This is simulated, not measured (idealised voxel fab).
process module | voxel trench capacitor
cross-section cut | 295 nm wide | cells 5 nm
A cross-section is a grid of square cells, given in bands from the top down. A band is one or more rows of cells.
Each band's line starts with the height of the band's top and of its bottom, in nm. Then come its materials from left to right, each with its width in nm. One material with "throughout" fills the band from edge to edge. "air" is empty space.
Height 0 is the level under which the wafer as received is all one material. The lowest band goes on downwards, as in "0 down".
A width such as "30 to 40" changes by the same amount from each row of cells to the next, from the band's top row to its bottom row.
"no change" after a step means that no cell of the cross-section changed.
closed voids: empty space of 8 cells or more with no open way to the top, each as width x height at its distance from the left edge, in nm
after a step's settings: what the simulator itself notes on the step
overlay nm, on a step with a mask: how far to the right of its planned place the mask lay; to the left if negative
plan
1 op RECEIVE | material Si
2 op CONFORMAL_DEP | material SiN | thk nm 5
3 op MASKED_ETCH | tone open | mask id TRENCH | width nm 20 | pitch nm 50 | etch materials SiN | depth nm 5 | overlay nm 0
4 op MASKED_ETCH | tone open | mask id TRENCH | width nm 20 | pitch nm 50 | etch materials Si | depth nm 30 | overlay nm 0
5 op CONFORMAL_DEP | material SiO2 | thk nm 5
6 op FILL_DEP | material polySi | thk nm 10
7 op CMP | height nm 5
first wafer, as planned
as received, after step 1
  0 down: Si throughout
  closed voids: none
after step 2
  5 to 0: SiN throughout
  below 0: unchanged
after step 3
  5 to 0: SiN 85 | air 20 | SiN 30 | air 20 | SiN 30 | air 20 | SiN 90
  below 0: unchanged
after step 4
  5 to 0: SiN 85 | air 20 | SiN 30 | air 20 | SiN 30 | air 20 | SiN 90
  0 to -30: Si 85 | air 20 | Si 30 | air 20 | Si 30 | air 20 | Si 90
  below -30: unchanged
after step 5
  10 to 5: SiO2 90 | air 10 | SiO2 40 | air 10 | SiO2 40 | air 10 | SiO2 95
  5 to 0: SiN 85 | SiO2 5 | air 10 | SiO2 5 | SiN 30 | SiO2 5 | air 10 | SiO2 5 | SiN 30 | SiO2 5 | air 10 | SiO2 5 | SiN 90
  0 to -25: Si 85 | SiO2 5 | air 10 | SiO2 5 | Si 30 | SiO2 5 | air 10 | SiO2 5 | Si 30 | SiO2 5 | air 10 | SiO2 5 | Si 90
  -25 to -30: Si 85 | SiO2 20 | Si 30 | SiO2 20 | Si 30 | SiO2 20 | Si 90
  below -30: unchanged
after step 6
  20 to 10: polySi throughout
  10 to 5: SiO2 90 | polySi 10 | SiO2 40 | polySi 10 | SiO2 40 | polySi 10 | SiO2 95
  5 to 0: SiN 85 | SiO2 5 | polySi 10 | SiO2 5 | SiN 30 | SiO2 5 | polySi 10 | SiO2 5 | SiN 30 | SiO2 5 | polySi 10 | SiO2 5 | SiN 90
  0 to -25: Si 85 | SiO2 5 | polySi 10 | SiO2 5 | Si 30 | SiO2 5 | polySi 10 | SiO2 5 | Si 30 | SiO2 5 | polySi 10 | SiO2 5 | Si 90
  below -25: unchanged
after step 7
  5 to 0: SiN 85 | SiO2 5 | polySi 10 | SiO2 5 | SiN 30 | SiO2 5 | polySi 10 | SiO2 5 | SiN 30 | SiO2 5 | polySi 10 | SiO2 5 | SiN 90
  below 0: unchanged
second wafer: like start, like plan, one mistake. Through step 3 it matches the first wafer
when step 4 should have ended
  5 to 0: SiN 85 | air 20 | SiN 30 | air 20 | SiN 30 | air 20 | SiN 90
  0 to -40: Si 85 | air 20 | Si 30 | air 20 | Si 30 | air 20 | Si 90
  below -40: unchanged
when step 5 should have ended
  10 to 5: SiO2 90 | air 10 | SiO2 40 | air 10 | SiO2 40 | air 10 | SiO2 95
  5 to 0: SiN 85 | SiO2 5 | air 10 | SiO2 5 | SiN 30 | SiO2 5 | air 10 | SiO2 5 | SiN 30 | SiO2 5 | air 10 | SiO2 5 | SiN 90
  0 to -35: Si 85 | SiO2 5 | air 10 | SiO2 5 | Si 30 | SiO2 5 | air 10 | SiO2 5 | Si 30 | SiO2 5 | air 10 | SiO2 5 | Si 90
  -35 to -40: Si 85 | SiO2 20 | Si 30 | SiO2 20 | Si 30 | SiO2 20 | Si 90
  below -40: unchanged
when step 6 should have ended
  20 to 10: polySi throughout
  10 to 5: SiO2 90 | polySi 10 | SiO2 40 | polySi 10 | SiO2 40 | polySi 10 | SiO2 95
  5 to 0: SiN 85 | SiO2 5 | polySi 10 | SiO2 5 | SiN 30 | SiO2 5 | polySi 10 | SiO2 5 | SiN 30 | SiO2 5 | polySi 10 | SiO2 5 | SiN 90
  0 to -35: Si 85 | SiO2 5 | polySi 10 | SiO2 5 | Si 30 | SiO2 5 | polySi 10 | SiO2 5 | Si 30 | SiO2 5 | polySi 10 | SiO2 5 | Si 90
  below -35: unchanged
when step 7 should have ended
  5 to 0: SiN 85 | SiO2 5 | polySi 10 | SiO2 5 | SiN 30 | SiO2 5 | polySi 10 | SiO2 5 | SiN 30 | SiO2 5 | polySi 10 | SiO2 5 | SiN 90
  below 0: unchanged
what went wrong: step 4 ran as: op MASKED_ETCH | tone open | mask id TRENCH | width nm 20 | pitch nm 50 | etch materials Si | depth nm 40 | overlay nm 0
at the end the second wafer has, in cells: 24 fewer of Si | 12 more of SiO2 | 12 more of polySi
